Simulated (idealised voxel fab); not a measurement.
Process module heading - voxel self aligned vias
Cross-section cut spans 285 nm and uses square cells 5 nm in size.
We lay out every cross-section as a grid of square cells and spell it out in bands from the top down, where one band means one or more rows of cells.
Read a band's entry like this: the first values are the height of its top and the height of its bottom in nm, and what follows is the sequence of materials from left to right, each with its width in nm. Note that "air" is empty space, and that a single material marked "throughout" reaches across the band from edge to edge.
Height reference: 0 = level under which incoming wafer is all one material. Lowest band: no bottom, runs on downward, e.g. "0..down".
You'd read "30..40" like this: the band's top row of cells is as wide as the first number, its bottom row is as wide as the second, and going down, every row changes width by the same amount as the row before did.
Step marked "all unchanged"? Then no cell in the cross-section changed in it.
Entry "Enclosed void list". Content: empty spaces with no open connection to the top, size 8 cells or greater. Each: width x height at distance. Distance: from left edge. Unit: nm.
Post-settings text on a step line: simulator's own remark regarding the step.
overlay nm: mask right of planned place by this much (step with mask). Neg. = left.

-- These are the steps we planned for the process
1. op RECEIVE | material Si
2. op CONFORMAL_DEP | material SiO2 | thk nm 15
3. op CONFORMAL_DEP | material SiCN | thk nm 5
4. op DIRECTIONAL_DEP | material lowk | thk nm 30
5. op DIRECTIONAL_DEP | material aC | thk nm 10
6. op PATTERN | tone open | mask id LINES | material resist | width nm 30 | pitch nm 55 | thk nm 25 | overlay nm 0
7. op DIRECTIONAL_ETCH | etch materials aC | depth nm 10
8. op STRIP | etch materials resist
9. op DIRECTIONAL_ETCH | etch materials lowk | depth nm 30
10. op STRIP | etch materials aC
11. op CONFORMAL_DEP | material TiN | thk nm 5
12. op FILL_DEP | material W | thk nm 10
13. op CMP | height nm 50
14. op SELECTIVE_ETCH | etch materials W Ru TiN | depth nm 5
15. op FILL_DEP | material SiN | thk nm 5
16. op CMP | height nm 50
17. op DIRECTIONAL_DEP | material lowk | thk nm 20
18. op PATTERN | tone open | mask id VIAS | material resist | width nm 40 | thk nm 20 | overlay nm 0
19. op DIRECTIONAL_ETCH | etch materials lowk | depth nm 20
20. op DIRECTIONAL_ETCH | etch materials SiN | depth nm 5
21. op STRIP | etch materials resist
22. op CONFORMAL_DEP | material TiN | thk nm 5
23. op FILL_DEP | material W | thk nm 10
24. op CMP | height nm 70
25. op CONFORMAL_DEP | material SiN | thk nm 5

-- First wafer out of two, processed as planned

-- As received (post step 1): cross-section
> 0..down  Si throughout
> Enclosed void list: none

-- Wafer after step 2 (cross-section)
> 15..0  SiO2 throughout
> Note: structure below 0 unchanged.

-- Wafer after step 3 (cross-section)
> 20..15  SiCN throughout
> Note: structure below 15 unchanged.

-- Wafer after step 4 (cross-section)
> 50..20  lowk throughout
> Note: structure below 20 unchanged.

-- Wafer after step 5 (cross-section)
> 60..50  aC throughout
> Note: structure below 50 unchanged.

-- Wafer after step 6 (cross-section)
> 85..60  resist 100 nm, then air 30 nm, then resist 25 nm, then air 30 nm, then resist 100 nm
> Note: structure below 60 unchanged.

-- Wafer after step 7 (cross-section)
> 75..60  resist 100 nm, then air 30 nm, then resist 25 nm, then air 30 nm, then resist 100 nm
> 60..50  aC 100 nm, then air 30 nm, then aC 25 nm, then air 30 nm, then aC 100 nm
> Note: structure below 50 unchanged.

-- Wafer after step 8 (cross-section)
> 60..50  aC 100 nm, then air 30 nm, then aC 25 nm, then air 30 nm, then aC 100 nm
> Note: structure below 50 unchanged.

-- Wafer after step 9 (cross-section)
> 60..50  aC 100 nm, then air 30 nm, then aC 25 nm, then air 30 nm, then aC 100 nm
> 50..20  lowk 100 nm, then air 30 nm, then lowk 25 nm, then air 30 nm, then lowk 100 nm
> Note: structure below 20 unchanged.

-- Wafer after step 10 (cross-section)
> 50..20  lowk 100 nm, then air 30 nm, then lowk 25 nm, then air 30 nm, then lowk 100 nm
> Note: structure below 20 unchanged.

-- Wafer after step 11 (cross-section)
> 55..50  TiN 105 nm, then air 20 nm, then TiN 35 nm, then air 20 nm, then TiN 105 nm
> 50..25  lowk 100 nm, then TiN 5 nm, then air 20 nm, then TiN 5 nm, then lowk 25 nm, then TiN 5 nm, then air 20 nm, then TiN 5 nm, then lowk 100 nm
> 25..20  lowk 100 nm, then TiN 30 nm, then lowk 25 nm, then TiN 30 nm, then lowk 100 nm
> Note: structure below 20 unchanged.

-- Wafer after step 12 (cross-section)
> 65..55  W throughout
> 55..50  TiN 105 nm, then W 20 nm, then TiN 35 nm, then W 20 nm, then TiN 105 nm
> 50..25  lowk 100 nm, then TiN 5 nm, then W 20 nm, then TiN 5 nm, then lowk 25 nm, then TiN 5 nm, then W 20 nm, then TiN 5 nm, then lowk 100 nm
> Note: structure below 25 unchanged.

-- Wafer after step 13 (cross-section)
> 50..25  lowk 100 nm, then TiN 5 nm, then W 20 nm, then TiN 5 nm, then lowk 25 nm, then TiN 5 nm, then W 20 nm, then TiN 5 nm, then lowk 100 nm
> Note: structure below 25 unchanged.

-- Wafer after step 14 (cross-section)
> 50..45  lowk 100 nm, then air 30 nm, then lowk 25 nm, then air 30 nm, then lowk 100 nm
> Note: structure below 45 unchanged.

-- Wafer after step 15 (cross-section)
> 55..50  SiN throughout
> 50..45  lowk 100 nm, then SiN 30 nm, then lowk 25 nm, then SiN 30 nm, then lowk 100 nm
> Note: structure below 45 unchanged.

-- Wafer after step 16 (cross-section)
> 50..45  lowk 100 nm, then SiN 30 nm, then lowk 25 nm, then SiN 30 nm, then lowk 100 nm
> Note: structure below 45 unchanged.

-- Wafer after step 17 (cross-section)
> 70..50  lowk throughout
> Note: structure below 50 unchanged.

-- Wafer after step 18 (cross-section)
> 90..70  resist 95 nm, then air 40 nm, then resist 150 nm
> Note: structure below 70 unchanged.

-- Wafer after step 19 (cross-section)
> 90..70  resist 95 nm, then air 40 nm, then resist 150 nm
> 70..50  lowk 95 nm, then air 40 nm, then lowk 150 nm
> Note: structure below 50 unchanged.

-- Wafer after step 20 (cross-section)
> 90..70  resist 95 nm, then air 40 nm, then resist 150 nm
> 70..50  lowk 95 nm, then air 40 nm, then lowk 150 nm
> 50..45  lowk 100 nm, then air 30 nm, then lowk 25 nm, then SiN 30 nm, then lowk 100 nm
> Note: structure below 45 unchanged.

-- Wafer after step 21 (cross-section)
> 70..50  lowk 95 nm, then air 40 nm, then lowk 150 nm
> Note: structure below 50 unchanged.

-- Wafer after step 22 (cross-section)
> 75..70  TiN 100 nm, then air 30 nm, then TiN 155 nm
> 70..55  lowk 95 nm, then TiN 5 nm, then air 30 nm, then TiN 5 nm, then lowk 150 nm
> 55..50  lowk 95 nm, then TiN 10 nm, then air 20 nm, then TiN 10 nm, then lowk 150 nm
> 50..45  lowk 100 nm, then TiN 30 nm, then lowk 25 nm, then SiN 30 nm, then lowk 100 nm
> Note: structure below 45 unchanged.

-- Wafer after step 23 (cross-section)
> 85..75  W throughout
> 75..70  TiN 100 nm, then W 30 nm, then TiN 155 nm
> 70..55  lowk 95 nm, then TiN 5 nm, then W 30 nm, then TiN 5 nm, then lowk 150 nm
> 55..50  lowk 95 nm, then TiN 10 nm, then W 20 nm, then TiN 10 nm, then lowk 150 nm
> Note: structure below 50 unchanged.

-- Wafer after step 24 (cross-section)
> 70..55  lowk 95 nm, then TiN 5 nm, then W 30 nm, then TiN 5 nm, then lowk 150 nm
> Note: structure below 55 unchanged.

-- Wafer after step 25 (cross-section)
> 75..70  SiN throughout
> Note: structure below 70 unchanged.

-- The Second Wafer: Common Origin and Plan, One Mistake in Execution, Identical to the First Through Step 13

-- Second wafer, cross-section, planned end of step 14
> 50..45  lowk 100 nm, then air 5 nm, then W 20 nm, then air 5 nm, then lowk 25 nm, then air 5 nm, then W 20 nm, then air 5 nm, then lowk 100 nm
> Note: structure below 45 unchanged.

-- Second wafer, cross-section, planned end of step 15
> 55..50  SiN throughout
> 50..45  lowk 100 nm, then SiN 5 nm, then W 20 nm, then SiN 5 nm, then lowk 25 nm, then SiN 5 nm, then W 20 nm, then SiN 5 nm, then lowk 100 nm
> Note: structure below 45 unchanged.

-- Second wafer, cross-section, planned end of step 16
> 50..45  lowk 100 nm, then SiN 5 nm, then W 20 nm, then SiN 5 nm, then lowk 25 nm, then SiN 5 nm, then W 20 nm, then SiN 5 nm, then lowk 100 nm
> Note: structure below 45 unchanged.

-- Second wafer, cross-section, planned end of step 17
> 70..50  lowk throughout
> Note: structure below 50 unchanged.

-- Second wafer, cross-section, planned end of step 18
> 90..70  resist 95 nm, then air 40 nm, then resist 150 nm
> Note: structure below 70 unchanged.

-- Second wafer, cross-section, planned end of step 19
> 90..70  resist 95 nm, then air 40 nm, then resist 150 nm
> 70..50  lowk 95 nm, then air 40 nm, then lowk 150 nm
> Note: structure below 50 unchanged.

-- Second wafer, cross-section, planned end of step 20
> 90..70  resist 95 nm, then air 40 nm, then resist 150 nm
> 70..50  lowk 95 nm, then air 40 nm, then lowk 150 nm
> 50..45  lowk 100 nm, then air 5 nm, then W 20 nm, then air 5 nm, then lowk 25 nm, then SiN 5 nm, then W 20 nm, then SiN 5 nm, then lowk 100 nm
> Note: structure below 45 unchanged.

-- Second wafer, cross-section, planned end of step 21
> 70..50  lowk 95 nm, then air 40 nm, then lowk 150 nm
> Note: structure below 50 unchanged.

-- Second wafer, cross-section, planned end of step 22
> 75..70  TiN 100 nm, then air 30 nm, then TiN 155 nm
> 70..55  lowk 95 nm, then TiN 5 nm, then air 30 nm, then TiN 5 nm, then lowk 150 nm
> 55..50  lowk 95 nm, then TiN 40 nm, then lowk 150 nm
> 50..45  lowk 100 nm, then TiN 5 nm, then W 20 nm, then TiN 5 nm, then lowk 25 nm, then SiN 5 nm, then W 20 nm, then SiN 5 nm, then lowk 100 nm
> Note: structure below 45 unchanged.

-- Second wafer, cross-section, planned end of step 23
> 85..75  W throughout
> 75..70  TiN 100 nm, then W 30 nm, then TiN 155 nm
> 70..55  lowk 95 nm, then TiN 5 nm, then W 30 nm, then TiN 5 nm, then lowk 150 nm
> Note: structure below 55 unchanged.

-- Second wafer, cross-section, planned end of step 24
> 70..55  lowk 95 nm, then TiN 5 nm, then W 30 nm, then TiN 5 nm, then lowk 150 nm
> Note: structure below 55 unchanged.

-- Second wafer, cross-section, planned end of step 25
> 75..70  SiN throughout
> Note: structure below 70 unchanged.
Heads up, the wafer didn't run the way we planned it: for step 14, the planned setting was not used; the step was instead run as op SELECTIVE_ETCH | etch materials TiN | depth nm 5
Heads up, by the end the second wafer has more or fewer cells of some materials compared to the first: 4 fewer of SiN; 4 more of W
